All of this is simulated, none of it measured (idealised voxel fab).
process module | voxel air gaps
cross-section cut | 235 nm wide | cells 5 nm
A cross-section is a grid of square cells, given in bands from the top down. A band is one or more rows of cells.
Each band's line starts with the height of the band's top and of its bottom, in nm. Then come its materials from left to right, each with its width in nm. One material with "throughout" fills the band from edge to edge. "air" is empty space.
Height 0 is the level under which the wafer as received is all one material. The lowest band goes on downwards, as in "0 down".
A width such as "30 to 40" changes by the same amount from each row of cells to the next, from the band's top row to its bottom row.
"no change" after a step means that no cell of the cross-section changed.
closed voids: empty space of 8 cells or more with no open way to the top, each as width x height at its distance from the left edge, in nm
after a step's settings: what the simulator itself notes on the step
overlay nm, on a step with a mask: how far to the right of its planned place the mask lay; to the left if negative
plan
1 op RECEIVE | material Si
2 op CONFORMAL_DEP | material SiO2 | thk nm 15
3 op CONFORMAL_DEP | material SiCN | thk nm 5
4 op DIRECTIONAL_DEP | material SiO2 | thk nm 35
5 op MASKED_ETCH | tone open | mask id LINES | width nm 15 | pitch nm 50 | etch materials SiO2 | depth nm 35 | overlay nm 0
6 op CONFORMAL_DEP | material TiN | thk nm 5
7 op FILL_DEP | material W | thk nm 10
8 op CMP | height nm 55
9 op EPI | material Ru | thk nm 10
10 op SELECTIVE_ETCH | etch materials SiO2 | depth nm 45
11 op CONFORMAL_DEP | material SiCN | thk nm 5
varied across the wafers: width nm of step 5. The plan shows the first wafer's value. All wafers start alike
first wafer as received, after step 1
  0 down: Si throughout
  closed voids: none
each wafer at the end: cells of each material gained (+) or lost (-) since it was received, then its closed voids
width nm 15 | +42 Ru | +172 SiCN | +141 SiO2 | +45 TiN | +18 W | closed voids: none
width nm 20 | +48 Ru | +172 SiCN | +141 SiO2 | +48 TiN | +36 W | closed voids: 20 x 25 at 85; 20 x 25 at 135
width nm 25 | +54 Ru | +164 SiCN | +141 SiO2 | +51 TiN | +54 W | closed voids: 15 x 25 at 85; 15 x 25 at 135
width nm 30 | +60 Ru | +120 SiCN | +197 SiO2 | +54 TiN | +72 W | closed voids: none
width nm 35 | +62 Ru | +120 SiCN | +183 SiO2 | +57 TiN | +90 W | closed voids: none
